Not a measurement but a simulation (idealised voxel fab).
voxel released beams: a process module
Displayed cross-section: cut, width of 265 nm, square cells sized 5 nm.
This document writes a cross-section as a grid whose cells are square, and gives it as bands, listed from the top down; one or more rows of cells form a band. Per band: top height and bottom height in nm, followed by the left-to-right materials and their widths in nm; "everywhere" marks a single material spanning edge to edge, "air" marks empty space. Note: height 0 marks the level under which the wafer is uniformly one material as received. Lowest band unbounded below, written "0 and below". A width given as "30 to 40" starts at the first number in the band's top row and ends at the second number in its bottom row, shifting by an equal amount at every step from row to row. The cross-section has no changed cell in any step marked "nothing different". For the entry "Fully closed voids", the listed items are empty spaces with no open way to the top whose size is 8 cells or more; each item follows the pattern width x height at distance, where distance is from the left edge and all three are in nm. Note: text after step settings on the step line = simulator remark on that step. overlay nm: on a step with a mask, how far right of its planned place the mask lay; negative means left.
### So here's the lineup of process steps we planned
1) RECEIVE: material Si
2) CONFORMAL_DEP: material SiN, thk nm 10
3) DIRECTIONAL_DEP: material SiO2, thk nm 15
4) PATTERN: tone open, mask id ANCHOR, material resist, width nm 40, thk nm 15, overlay nm 0
5) DIRECTIONAL_ETCH: etch materials SiO2, depth nm 15
6) STRIP: etch materials resist
7) CONFORMAL_DEP: material W, thk nm 15
8) DIRECTIONAL_DEP: material aC, thk nm 10
9) PATTERN: tone cover, mask id BEAM, material resist, width nm 90, thk nm 30, overlay nm 0
10) DIRECTIONAL_ETCH: etch materials aC, depth nm 10
11) STRIP: etch materials resist
12) DIRECTIONAL_ETCH: etch materials W, depth nm 15
13) STRIP: etch materials aC
14) STRIP: etch materials SiO2
### as received, after step 1
  0 and below = Si everywhere
  Fully closed voids: none
### Cross-sectional result after module completion. Note: starting condition and plan are unchanged from above; one processing mistake was made
  30 down to 15 = air=85  W=20  air=10  W=60  air=90
  15 down to 0 = air=90  W=40  air=135
  0 and below = Si everywhere
  Fully closed voids: none
Short version of what went wrong: step 2 of the plan was bypassed and not carried out
